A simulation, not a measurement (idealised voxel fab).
voxel lift off: a process module
Pictured: cross-section cut, 295 nm wide, on a grid of 5 nm square cells.
This document writes a cross-section as a grid whose cells are square, and gives it as bands, listed from the top down; one or more rows of cells form a band.
Top, bottom (nm), then materials left to right with widths (nm); lone material tagged "throughout" fills the whole band edge to edge; "blank" = empty space.
The reference from which all heights are counted is 0, the level beneath which the as-received wafer is entirely one material; the lowest band, having no lower bound, proceeds downward and is written after the example "0..down".
Width: "30..40" (first number = top row, second number = bottom row, same change from row to row of cells).
Given "no modification" for a step, no cell of the cross-section differs between before and after that step.
"Internal closed voids" lists enclosed empty spaces (at least 8 cells, no open path upward to the top), each as width x height at distance from the left edge, in nm.
What comes after the settings on a step's line is commentary from the simulator itself on that step.
A step's line can hold "overlay nm"; with a mask on that step, the setting says how far right of the planned place the mask lay, while a negative setting says it lay to the left.
[plan]
1. RECEIVE (material Si)
2. CONFORMAL_DEP (material SiN; thk nm 5)
3. PATTERN (tone open; mask id LINES; material resist; width nm 20; pitch nm 50; thk nm 20; overlay nm 0)
4. DIRECTIONAL_DEP (material Ru; thk nm 10)
5. STRIP (etch materials resist)
6. CONFORMAL_DEP (material SiN; thk nm 10)
Variable across wafers: step 3 width nm (plan value is that of the first wafer; starting state common to all).
[First of several wafers, received after step 1, in cross-section]
> 0..down | Si throughout
> Internal closed voids: none
[Shown in cross-section: the first of several wafers at the end of the module, after its last step, step 6]
> 25..15 | blank 50 nm | SiN 40 nm | blank 10 nm | SiN 40 nm | blank 10 nm | SiN 40 nm | blank 10 nm | SiN 40 nm | blank 55 nm
> 15..5 | SiN 60 nm | Ru 20 nm | SiN 30 nm | Ru 20 nm | SiN 30 nm | Ru 20 nm | SiN 30 nm | Ru 20 nm | SiN 65 nm
> 5..0 | SiN throughout
> 0..down | Si throughout
> Internal closed voids: none
[X-section, last wafer, module end]
> 25..15 | blank 45 nm | SiN 205 nm | blank 45 nm
> 15..5 | SiN 55 nm | Ru 35 nm | SiN 15 nm | Ru 35 nm | SiN 15 nm | Ru 35 nm | SiN 15 nm | Ru 35 nm | SiN 55 nm
> 5..0 | SiN throughout
> 0..down | Si throughout
> Internal closed voids: none
[Per wafer (row), end of module: delta in cells per material since receipt, (+) for gained, (-) for lost; closed voids after that]
width nm 20, +32 Ru, +209 SiN, Internal closed voids: none
width nm 25, +40 Ru, +209 SiN, Internal closed voids: none
width nm 30, +48 Ru, +209 SiN, Internal closed voids: none
width nm 35, +56 Ru, +203 SiN, Internal closed voids: none
